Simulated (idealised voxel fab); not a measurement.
The following process module bears the name voxel spacer lines.
Section cut is 295 nm wide and gridded with 5 nm square cells.
A cross-section is written here as square cells arranged in a grid, and it is given in bands from the top down, each band taking up one or more rows of cells. Heights first: top, then bottom, in nm. Then materials, left to right, each with a width in nm. "everywhere" on a single material: fills the band edge to edge. "blank": empty space. Height datum 0, below which the as-received substrate wafer is one material. Lowest band open at the bottom, running downward: "top 0, no bottom". When a width is written as two numbers, as in "30..40", the first number is the width in the top row of cells of the band and the second is the width in its bottom row, and the width changes by the same amount from each row to the next. Basically "no change" means that step didn't change any cell in the cross-section. Look at "Closed void inventory" for the closed voids: empty spaces with no open path to the top, sized 8 cells or up. Each is width x height at distance, distance from the left edge, all nm. Whatever follows a step's settings on its line is a remark the simulator itself makes about that step. You can add "overlay nm" to a step's line. For a step with a mask, it describes how far the mask lay to the right of its planned position, and a negative number describes a lay to the left.
## Process steps (planned)
- 1: RECEIVE (material Si)
- 2: CONFORMAL_DEP (material Al2O3; thk nm 5)
- 3: DIRECTIONAL_DEP (material W; thk nm 15)
- 4: DIRECTIONAL_DEP (material aC; thk nm 20)
- 5: PATTERN (tone cover; mask id MANDREL; material resist; width nm 20; pitch nm 60; thk nm 25; overlay nm 0)
- 6: DIRECTIONAL_ETCH (etch materials aC; depth nm 20)
- 7: STRIP (etch materials resist)
- 8: CONFORMAL_DEP (material SiN; thk nm 10)
- 9: DIRECTIONAL_ETCH (etch materials SiN; depth nm 10)
- 10: STRIP (etch materials aC)
- 11: DIRECTIONAL_ETCH (etch materials W; depth nm 15)
- 12: STRIP (etch materials SiN)
- 13: FILL_DEP (material lowk; thk nm 5)
- 14: CMP (height nm 20)
## Received-state cross-section, reflecting completion of step 1
> top 0, no bottom = Si everywhere
> Closed void inventory: none
## The cross-section shown corresponds to the wafer at the conclusion of the module. The initial structure and the process plan are those presented above; however, one mistake occurred in executing the plan
> top 15, bottom 5 = 65 lowk, then 10 W, then 20 lowk, then 10 W, then 20 lowk, then 10 W, then 20 lowk, then 10 W, then 20 lowk, then 10 W, then 20 lowk, then 10 W, then 70 lowk
> top 5, bottom 0 = Al2O3 everywhere
> top 0, no bottom = Si everywhere
> Closed void inventory: none
Misprocessing identified: the process deviated at step 14: the operation and settings actually run there were CMP (height nm 15)
